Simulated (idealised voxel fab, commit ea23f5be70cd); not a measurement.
process module | voxel ribs on slabs
cross-section cut | 240 nm wide | cells 5 nm
A cross-section is a grid of square cells, given in bands from the top down. A band is one or more rows of cells.
Each band's line starts with the height of the band's top and of its bottom, in nm. Then come its materials from left to right, each with its width in nm. One material with "throughout" fills the band from edge to edge. "air" is empty space.
Height 0 is the level under which the wafer as received is all one material. The lowest band goes on downwards, as in "0 down".
A width such as "30 to 40" changes by the same amount from each row of cells to the next, from the band's top row to its bottom row.
"no change" after a step means that no cell of the cross-section changed.
closed voids: empty space of 8 cells or more with no open way to the top, each as width x height at its distance from the left edge, in nm
after a step's settings: what the simulator itself notes on the step
overlay nm, on a step with a mask: how far to the right of its planned place the mask lay; to the left if negative
plan
1 op RECEIVE | material Si
2 op DIRECTIONAL_DEP | material SiO2 | thk nm 25
3 op DIRECTIONAL_DEP | material polySi | thk nm 20
4 op PATTERN | tone cover | mask id RIB | material resist | width nm 30 | thk nm 20 | overlay nm 0
5 op DIRECTIONAL_ETCH | etch materials polySi | depth nm 5
6 op STRIP | etch materials resist
7 op DIRECTIONAL_DEP | material aC | thk nm 15
8 op PATTERN | tone cover | mask id SLAB | material resist | width nm 60 | thk nm 35 | overlay nm 0
9 op DIRECTIONAL_ETCH | etch materials aC | depth nm 15
10 op STRIP | etch materials resist
11 op DIRECTIONAL_ETCH | etch materials polySi | depth nm 15
12 op STRIP | etch materials aC
13 op FILL_DEP | material SiO2 | thk nm 30
14 op CMP | height nm 65
15 op DIRECTIONAL_DEP | material TiN | thk nm 5
16 op MASKED_ETCH | tone cover | mask id HEATER | width nm 40 | etch materials TiN | depth nm 5 | overlay nm 0
17 op CONFORMAL_DEP | material SiN | thk nm 5
as received, after step 1
  0 down: Si throughout
  closed voids: none
a wafer at the end: this start, this plan, one mistake
  70 to 65: air 100 | TiN 40 | air 100
  65 to 45: SiO2 throughout
  45 to 40: SiO2 105 | polySi 30 | SiO2 105
  40 to 25: SiO2 90 | polySi 60 | SiO2 90
  25 to 0: SiO2 throughout
  0 down: Si throughout
  closed voids: none
what went wrong: step 17 was left out
